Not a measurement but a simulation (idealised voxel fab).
process module | voxel gate over fins
cross-section cut | 165 nm wide | cells 5 nm
A cross-section is a grid of square cells, given in bands from the top down. A band is one or more rows of cells.
Each band's line starts with the height of the band's top and of its bottom, in nm. Then come its materials from left to right, each with its width in nm. One material with "throughout" fills the band from edge to edge. "air" is empty space.
Height 0 is the level under which the wafer as received is all one material. The lowest band goes on downwards, as in "0 down".
A width such as "30 to 40" changes by the same amount from each row of cells to the next, from the band's top row to its bottom row.
"no change" after a step means that no cell of the cross-section changed.
closed voids: empty space of 8 cells or more with no open way to the top, each as width x height at its distance from the left edge, in nm
after a step's settings: what the simulator itself notes on the step
overlay nm, on a step with a mask: how far to the right of its planned place the mask lay; to the left if negative
plan
1 op RECEIVE | material Si
2 op CONFORMAL_DEP | material SiN | thk nm 5
3 op MASKED_ETCH | tone cover | mask id FINS | width nm 15 | pitch nm 40 | etch materials SiN | depth nm 5 | overlay nm 0
4 op MASKED_ETCH | tone cover | mask id FINS | width nm 15 | pitch nm 40 | etch materials Si | depth nm 30 | overlay nm 0
5 op OXIDIZE | depth nm 5
6 op FILL_DEP | material SiO2 | thk nm 10
7 op CMP | height nm 5
8 op SELECTIVE_ETCH | etch materials SiO2 | depth nm 15
9 op STRIP | etch materials SiN
10 op CONFORMAL_DEP | material HfO2 | thk nm 5
11 op CONFORMAL_DEP | material TiN | thk nm 5
12 op CONFORMAL_DEP | material TiAl | thk nm 5
13 op CONFORMAL_DEP | material TiN | thk nm 5
14 op FILL_DEP | material W | thk nm 10
15 op CMP | height nm 25
16 op CONFORMAL_DEP | material SiN | thk nm 10
as received, after step 1
  0 down: Si throughout
  closed voids: none
first wafer at the end, as planned
  35 to 25: SiN throughout
  25 to 20: W throughout
  20 to 15: W 20 | TiN 125 | W 20
  15 to 10: W 20 | TiN 5 | TiAl 35 | TiN 5 | TiAl 35 | TiN 5 | TiAl 35 | TiN 5 | W 20
  10 to 5: TiN 25 | TiAl 5 | TiN 25 | TiAl 5 | TiN 5 | TiAl 5 | TiN 25 | TiAl 5 | TiN 5 | TiAl 5 | TiN 25 | TiAl 5 | TiN 25
  5 to 0: TiAl 30 | TiN 5 | HfO2 15 | TiN 5 | TiAl 15 | TiN 5 | HfO2 15 | TiN 5 | TiAl 15 | TiN 5 | HfO2 15 | TiN 5 | TiAl 30
  0 to -5: TiN 35 | HfO2 5 | Si 5 | HfO2 5 | TiN 25 | HfO2 5 | Si 5 | HfO2 5 | TiN 25 | HfO2 5 | Si 5 | HfO2 5 | TiN 35
  -5 to -10: HfO2 40 | Si 5 | HfO2 35 | Si 5 | HfO2 35 | Si 5 | HfO2 40
  -10 to -35: SiO2 40 | Si 5 | SiO2 35 | Si 5 | SiO2 35 | Si 5 | SiO2 40
  -35 down: Si throughout
  closed voids: none
second wafer at the end: like start, like plan, one mistake
  40 to 25: SiN throughout
  25 to 20: W throughout
  20 to 15: W 20 | TiN 125 | W 20
  15 to 10: W 20 | TiN 5 | TiAl 35 | TiN 5 | TiAl 35 | TiN 5 | TiAl 35 | TiN 5 | W 20
  10 to 5: TiN 25 | TiAl 5 | TiN 25 | TiAl 5 | TiN 5 | TiAl 5 | TiN 25 | TiAl 5 | TiN 5 | TiAl 5 | TiN 25 | TiAl 5 | TiN 25
  5 to 0: TiAl 30 | TiN 5 | HfO2 15 | TiN 5 | TiAl 15 | TiN 5 | HfO2 15 | TiN 5 | TiAl 15 | TiN 5 | HfO2 15 | TiN 5 | TiAl 30
  0 to -5: TiN 35 | HfO2 5 | Si 5 | HfO2 5 | TiN 25 | HfO2 5 | Si 5 | HfO2 5 | TiN 25 | HfO2 5 | Si 5 | HfO2 5 | TiN 35
  -5 to -10: HfO2 40 | Si 5 | HfO2 35 | Si 5 | HfO2 35 | Si 5 | HfO2 40
  -10 to -35: SiO2 40 | Si 5 | SiO2 35 | Si 5 | SiO2 35 | Si 5 | SiO2 40
  -35 down: Si throughout
  closed voids: none
what went wrong: step 16 ran as: op CONFORMAL_DEP | material SiN | thk nm 15
at the end the second wafer has, in cells: 33 more of SiN
